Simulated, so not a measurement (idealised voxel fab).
This section sets out a process module, namely voxel gate over fins.
Square cell edge 5 nm, section width 190 nm, ID cut.
A cross-section is written here as square cells arranged in a grid, and it is given in bands from the top down, each band taking up one or more rows of cells.
Heights first: top, then bottom, in nm. Then materials, left to right, each with a width in nm. "full width" on a single material: fills the band edge to edge. "air": empty space.
Beneath 0, the wafer as received is one material, and that level is where height counting begins. The lowest band goes on downward without a bottom; it is written like "0..down".
The notation "30..40" denotes a width that varies across the rows of cells in the band, beginning at the first number in the top row, finishing at the second number in the bottom row, and changing by an identical amount from each row to the next.
"no modifications" -> step changed no cross-section cell.
Entry "Enclosed voids". Content: empty spaces with no open connection to the top, size 8 cells or greater. Each: width x height at distance. Distance: from left edge. Unit: nm.
Anything after a step's settings on that line? It's the simulator's own note about the step.
If you see "overlay nm" on a step's line and that step has a mask, it's telling you how far right of where it was planned the mask ended up; a negative number means it went left instead.
PROCESS STEPS FORESEEN IN THE PLAN
1) op RECEIVE | material Si
2) op CONFORMAL_DEP | material SiN | thk nm 5
3) op MASKED_ETCH | tone cover | mask id FINS | width nm 15 | pitch nm 50 | etch materials SiN | depth nm 5 | overlay nm 0
4) op MASKED_ETCH | tone cover | mask id FINS | width nm 15 | pitch nm 50 | etch materials Si | depth nm 30 | overlay nm 0
5) op FILL_DEP | material SiO2 | thk nm 5
6) op CMP | height nm 5
7) op DIRECTIONAL_DEP | material aC | thk nm 15
8) op PATTERN | tone open | mask id RAIL | material resist | width nm 15 | thk nm 30 | overlay nm 0
9) op DIRECTIONAL_ETCH | etch materials aC | depth nm 15
10) op STRIP | etch materials resist
11) op DIRECTIONAL_ETCH | etch materials SiO2 | depth nm 30
12) op STRIP | etch materials aC
13) op CONFORMAL_DEP | material TiN | thk nm 5
14) op FILL_DEP | material W | thk nm 5
15) op CMP | height nm 5
16) op SELECTIVE_ETCH | etch materials W Ru TiN | depth nm 25
17) op FILL_DEP | material SiO2 | thk nm 5
18) op CMP | height nm 5
19) op SELECTIVE_ETCH | etch materials SiO2 | depth nm 15
20) op STRIP | etch materials SiN
21) op CONFORMAL_DEP | material HfO2 | thk nm 5
22) op CONFORMAL_DEP | material TiN | thk nm 5
23) op FILL_DEP | material W | thk nm 15
24) op CMP | height nm 20
25) op CONFORMAL_DEP | material SiCN | thk nm 5
CROSS-SECTION, INCOMING MATERIAL, AFTER STEP 1
	0..down  Si full width
	Enclosed voids: none
CROSS-SECTION TAKEN AT MODULE COMPLETION ON THE FIRST OF TWO WAFERS; PROCESSED PER THE PLAN
	25..20  SiCN full width
	20..10  W full width
	10..5  25 of W; 35 of TiN; 15 of W; 35 of TiN; 15 of W; 35 of TiN; 30 of W
	5..0  25 of W; 5 of TiN; 25 of HfO2; 5 of TiN; 15 of W; 5 of TiN; 25 of HfO2; 5 of TiN; 15 of W; 5 of TiN; 25 of HfO2; 5 of TiN; 30 of W
	0..-5  30 of TiN; 5 of HfO2; 15 of Si; 5 of HfO2; 25 of TiN; 5 of HfO2; 15 of Si; 5 of HfO2; 25 of TiN; 5 of HfO2; 15 of Si; 5 of HfO2; 35 of TiN
	-5..-10  35 of HfO2; 15 of Si; 35 of HfO2; 15 of Si; 35 of HfO2; 15 of Si; 40 of HfO2
	-10..-20  35 of SiO2; 15 of Si; 35 of SiO2; 15 of Si; 35 of SiO2; 15 of Si; 40 of SiO2
	-20..-25  35 of SiO2; 15 of Si; 10 of SiO2; 15 of TiN; 10 of SiO2; 15 of Si; 35 of SiO2; 15 of Si; 40 of SiO2
	-25..-30  35 of SiO2; 15 of Si; 35 of SiO2; 15 of Si; 35 of SiO2; 15 of Si; 40 of SiO2
	-30..down  Si full width
	Enclosed voids: none
PRESENTED HERE IS A CROSS-SECTION OF THE SECOND OF THE TWO WAFERS AS IT STOOD AT THE END OF THE MODULE. IT WAS STARTED IN THE SAME MANNER AND ASSIGNED THE SAME PLAN AS THE FIRST WAFER; HOWEVER, ONE MISTAKE WAS MADE IN ITS EXECUTION
	25..20  SiCN full width
	20..10  W full width
	10..5  25 of W; 35 of TiN; 15 of W; 35 of TiN; 15 of W; 35 of TiN; 30 of W
	5..0  25 of W; 5 of TiN; 25 of HfO2; 5 of TiN; 15 of W; 5 of TiN; 25 of HfO2; 5 of TiN; 15 of W; 5 of TiN; 25 of HfO2; 5 of TiN; 30 of W
	0..-5  30 of TiN; 5 of HfO2; 15 of Si; 5 of HfO2; 25 of TiN; 5 of HfO2; 15 of Si; 5 of HfO2; 25 of TiN; 5 of HfO2; 15 of Si; 5 of HfO2; 35 of TiN
	-5..-10  35 of HfO2; 15 of Si; 35 of HfO2; 15 of Si; 35 of HfO2; 15 of Si; 40 of HfO2
	-10..-20  35 of SiO2; 15 of Si; 35 of SiO2; 15 of Si; 35 of SiO2; 15 of Si; 40 of SiO2
	-20..-25  35 of SiO2; 15 of Si; 20 of SiO2; 15 of TiN; 15 of Si; 35 of SiO2; 15 of Si; 40 of SiO2
	-25..-30  35 of SiO2; 15 of Si; 35 of SiO2; 15 of Si; 35 of SiO2; 15 of Si; 40 of SiO2
	-30..down  Si full width
	Enclosed voids: none
Here's what went sideways: step 8 was processed under conditions differing from the plan, specifically as op PATTERN | tone open | mask id RAIL | material resist | width nm 15 | thk nm 30 | overlay nm 10
Both wafers, final: cells per material equal; arrangement not.
